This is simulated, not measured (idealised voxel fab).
A process module follows: voxel double patterning.
The figure presents cross-section cut, which has a width of 230 nm and is divided into square cells with an edge length of 5 nm.
When this document writes out a cross-section, it uses a grid of square cells and lists it as bands, beginning at the top and moving down, with a band standing for one or more rows of cells. Quick guide to a band line: top height, bottom height (nm) up front; then every material left to right with its width in nm. Only one material and it's marked "all across"? Then it fills the band edge to edge. And "empty" just means empty space. Where do heights start? At 0: under that level the wafer as delivered is made of one material only. And the lowest band has no floor; it just carries on downward, as in "from 0 down". It should be noted that a width expressed as "30->40" varies in equal increments from row to row of cells within the band, taking the value of the first number at the top row and that of the second number at the bottom row. For the purposes of this document, the phrase "remained the same" attached to a step denotes that no cell within the cross-section was modified by that step. In the "Listed closed voids" entry, you get each enclosed empty space of 8 cells or more, one with no open way to the top, written width x height at distance, distance from the left edge, in nm. Where a step's line continues beyond its settings, the continuation is a remark by the simulator itself on that step. overlay nm: for a step with a mask, the amount by which the mask lay right of where it was planned; a negative amount means left of it.

## Process steps - plan
1: RECEIVE | material Si
2: CONFORMAL_DEP | material SiO2 | thk nm 5
3: DIRECTIONAL_DEP | material TiN | thk nm 10
4: DIRECTIONAL_DEP | material SiN | thk nm 5
5: MASKED_ETCH | tone open | mask id FIRST | width nm 15 | pitch nm 50 | etch materials SiN | depth nm 5 | overlay nm 0
6: MASKED_ETCH | tone open | mask id SECOND | width nm 15 | etch materials SiN | depth nm 5 | overlay nm 0
7: DIRECTIONAL_ETCH | etch materials TiN | depth nm 10
8: STRIP | etch materials SiN
Wafers differ in width nm at step 6; plan lists the first wafer's value; identical starting state.

## Step 1 complete: as-received cross-section of the first of several wafers
  from 0 down | Si all across
  Listed closed voids: none

## First of several wafers: cross-section at the end of the module, after step 8, its last step
  from 15 to 5 | TiN 80, then empty 15, then TiN 10, then empty 15, then TiN 10, then empty 15, then TiN 85
  from 5 to 0 | SiO2 all across
  from 0 down | Si all across
  Listed closed voids: none

## last wafer at the end
  from 15 to 5 | TiN 80, then empty 15, then TiN 5, then empty 45, then TiN 85
  from 5 to 0 | SiO2 all across
  from 0 down | Si all across
  Listed closed voids: none

## The following table contains a row per wafer, in which are reported, at the conclusion of the module, the cells of each material gained (+) or lost (-) since the wafer's receipt, with its closed voids given thereafter
width nm 15; +46 SiO2; +74 TiN; Listed closed voids: none
width nm 20; +46 SiO2; +72 TiN; Listed closed voids: none
width nm 25; +46 SiO2; +70 TiN; Listed closed voids: none
width nm 30; +46 SiO2; +68 TiN; Listed closed voids: none
